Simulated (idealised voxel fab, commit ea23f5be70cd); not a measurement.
process module | voxel spacer lines
cross-section cut | 165 nm wide | cells 5 nm
A cross-section is a grid of square cells, given in bands from the top down. A band is one or more rows of cells.
Each band's line starts with the height of the band's top and of its bottom, in nm. Then come its materials from left to right, each with its width in nm. One material with "throughout" fills the band from edge to edge. "air" is empty space.
Height 0 is the level under which the wafer as received is all one material. The lowest band goes on downwards, as in "0 down".
A width such as "30 to 40" changes by the same amount from each row of cells to the next, from the band's top row to its bottom row.
"no change" after a step means that no cell of the cross-section changed.
closed voids: empty space of 8 cells or more with no open way to the top, each as width x height at its distance from the left edge, in nm
after a step's settings: what the simulator itself notes on the step
overlay nm, on a step with a mask: how far to the right of its planned place the mask lay; to the left if negative
plan
1 op RECEIVE | material Si
2 op CONFORMAL_DEP | material Al2O3 | thk nm 5
3 op DIRECTIONAL_DEP | material polySi | thk nm 20
4 op DIRECTIONAL_DEP | material aC | thk nm 25
5 op PATTERN | tone cover | mask id MANDREL | material resist | width nm 20 | pitch nm 70 | thk nm 35 | overlay nm 0
6 op DIRECTIONAL_ETCH | etch materials aC | depth nm 25
7 op STRIP | etch materials resist
8 op CONFORMAL_DEP | material SiO2 | thk nm 15
9 op DIRECTIONAL_ETCH | etch materials SiO2 | depth nm 15
10 op STRIP | etch materials aC
11 op DIRECTIONAL_ETCH | etch materials polySi | depth nm 20
12 op STRIP | etch materials SiO2
as received, after step 1
  0 down: Si throughout
  closed voids: none
first wafer at the end, as planned
  25 to 5: air 20 | polySi 15 | air 20 | polySi 15 | air 20 | polySi 15 | air 20 | polySi 15 | air 25
  5 to 0: Al2O3 throughout
  0 down: Si throughout
  closed voids: none
second wafer at the end: like start, like plan, one mistake
  20 to 0: air 20 | polySi 15 | air 20 | polySi 15 | air 20 | polySi 15 | air 20 | polySi 15 | air 25
  0 down: Si throughout
  closed voids: none
what went wrong: step 2 was left out
at the end the second wafer has, in cells: 33 fewer of Al2O3
